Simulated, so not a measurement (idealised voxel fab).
A process module follows: voxel fin reveal.
We display cut, a cross-section 195 nm in width whose square cells are each 5 nm.
If you're reading a cross-section in this doc, picture square cells in a grid; it comes to you as bands, top ones listed first down to the bottom, and a band can be one or more rows of cells.
The entry gives the band's vertical extent as a top height and a bottom height in nm, then its horizontal make-up as materials from left to right, each with a width in nm. "air" stands for empty space; a single material marked "edge to edge" fills the band edge to edge.
Heights are measured from 0, the level below which the as-received wafer is all one material; the lowest band has no bottom and continues downward, written as in "0 -> down".
It should be noted that a width expressed as "30 to 40" varies in equal increments from row to row of cells within the band, taking the value of the first number at the top row and that of the second number at the bottom row.
"no alteration" after a step means that no cell of the cross-section changed.
Enclosed voids (no open way to top), threshold 8 cells or more, entry "Fully closed voids", notation width x height at distance, distance from left edge, nm.
Post-settings text on a step line: simulator's own remark regarding the step.
overlay nm: where the mask lay relative to plan, measured to the right, on steps with a mask; negatives go left.

### This section lists the process steps that were planned
- 1: op RECEIVE | material Si
- 2: op CONFORMAL_DEP | material SiN | thk nm 10
- 3: op DIRECTIONAL_DEP | material aC | thk nm 10
- 4: op PATTERN | tone cover | mask id FINS | material resist | width nm 15 | pitch nm 40 | thk nm 30 | overlay nm 0
- 5: op DIRECTIONAL_ETCH | etch materials aC | depth nm 10
- 6: op STRIP | etch materials resist
- 7: op DIRECTIONAL_ETCH | etch materials SiN | depth nm 10
- 8: op DIRECTIONAL_ETCH | etch materials Si | depth nm 40
- 9: op STRIP | etch materials aC
- 10: op OXIDIZE | depth nm 5
- 11: op FILL_DEP | material SiO2 | thk nm 15
- 12: op CMP | height nm 10
- 13: op SELECTIVE_ETCH | etch materials SiO2 | depth nm 40
- 14: op STRIP | etch materials SiN
- 15: op CONFORMAL_DEP | material SiO2 | thk nm 5

### This is the cross-section of the wafer as we received it, i.e. after step 1
- 0 -> down | Si edge to edge
- Fully closed voids: none

### Cross-section, end of module. Start: as above. Plan: as above. Execution: one mistake
- 15 -> 0 | air=60  SiO2=35  air=5  SiO2=35  air=60
- 0 -> -15 | air=60  SiO2=15  Si=5  SiO2=15  air=5  SiO2=15  Si=5  SiO2=15  air=60
- -15 -> -45 | SiO2=75  Si=5  SiO2=35  Si=5  SiO2=75
- -45 -> down | Si edge to edge
- Fully closed voids: none
The mistake made against the process plan was this: off-plan run, step 15, actual operation and settings op CONFORMAL_DEP | material SiO2 | thk nm 15
